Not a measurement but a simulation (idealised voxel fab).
process module | voxel ribs on slabs
cross-section cut | 155 nm wide | cells 5 nm
A cross-section is a grid of square cells, given in bands from the top down. A band is one or more rows of cells.
Each band's line starts with the height of the band's top and of its bottom, in nm. Then come its materials from left to right, each with its width in nm. One material with "throughout" fills the band from edge to edge. "air" is empty space.
Height 0 is the level under which the wafer as received is all one material. The lowest band goes on downwards, as in "0 down".
A width such as "30 to 40" changes by the same amount from each row of cells to the next, from the band's top row to its bottom row.
"no change" after a step means that no cell of the cross-section changed.
closed voids: empty space of 8 cells or more with no open way to the top, each as width x height at its distance from the left edge, in nm
after a step's settings: what the simulator itself notes on the step
overlay nm, on a step with a mask: how far to the right of its planned place the mask lay; to the left if negative
plan
1 op RECEIVE | material Si
2 op DIRECTIONAL_DEP | material SiO2 | thk nm 20
3 op DIRECTIONAL_DEP | material SiN | thk nm 25
4 op PATTERN | tone cover | mask id RIB | material resist | width nm 30 | thk nm 20 | overlay nm 0
5 op DIRECTIONAL_ETCH | etch materials SiN | depth nm 15
6 op STRIP | etch materials resist
7 op MASKED_ETCH | tone cover | mask id SLAB | width nm 80 | etch materials SiN | depth nm 10 | overlay nm 0
8 op FILL_DEP | material SiO2 | thk nm 15
9 op CMP | height nm 55
10 op DIRECTIONAL_DEP | material W | thk nm 10
11 op PATTERN | tone cover | mask id HEATER | material resist | width nm 40 | thk nm 20 | overlay nm 0
12 op DIRECTIONAL_ETCH | etch materials W | depth nm 10
13 op STRIP | etch materials resist
14 op CONFORMAL_DEP | material SiO2 | thk nm 5
varied across the wafers: width nm of step 7. The plan shows the first wafer's value. All wafers start alike
first wafer as received, after step 1
  0 down: Si throughout
  closed voids: none
first wafer at the end, after step 14
  70 to 65: air 50 | SiO2 50 | air 55
  65 to 60: air 50 | SiO2 5 | W 40 | SiO2 5 | air 55
  60 to 55: SiO2 55 | W 40 | SiO2 60
  55 to 45: SiO2 throughout
  45 to 30: SiO2 60 | SiN 30 | SiO2 65
  30 to 20: SiO2 35 | SiN 80 | SiO2 40
  20 to 0: SiO2 throughout
  0 down: Si throughout
  closed voids: none
last wafer at the end
  70 to 65: air 50 | SiO2 50 | air 55
  65 to 60: air 50 | SiO2 5 | W 40 | SiO2 5 | air 55
  60 to 55: SiO2 55 | W 40 | SiO2 60
  55 to 45: SiO2 throughout
  45 to 30: SiO2 60 | SiN 30 | SiO2 65
  30 to 20: SiO2 25 | SiN 105 | SiO2 25
  20 to 0: SiO2 throughout
  0 down: Si throughout
  closed voids: none
each wafer at the end: cells of each material gained (+) or lost (-) since it was received, then its closed voids
width nm 80 | +50 SiN | +326 SiO2 | +16 W | closed voids: none
width nm 85 | +52 SiN | +324 SiO2 | +16 W | closed voids: none
width nm 90 | +54 SiN | +322 SiO2 | +16 W | closed voids: none
width nm 95 | +56 SiN | +320 SiO2 | +16 W | closed voids: none
width nm 100 | +58 SiN | +318 SiO2 | +16 W | closed voids: none
width nm 105 | +60 SiN | +316 SiO2 | +16 W | closed voids: none
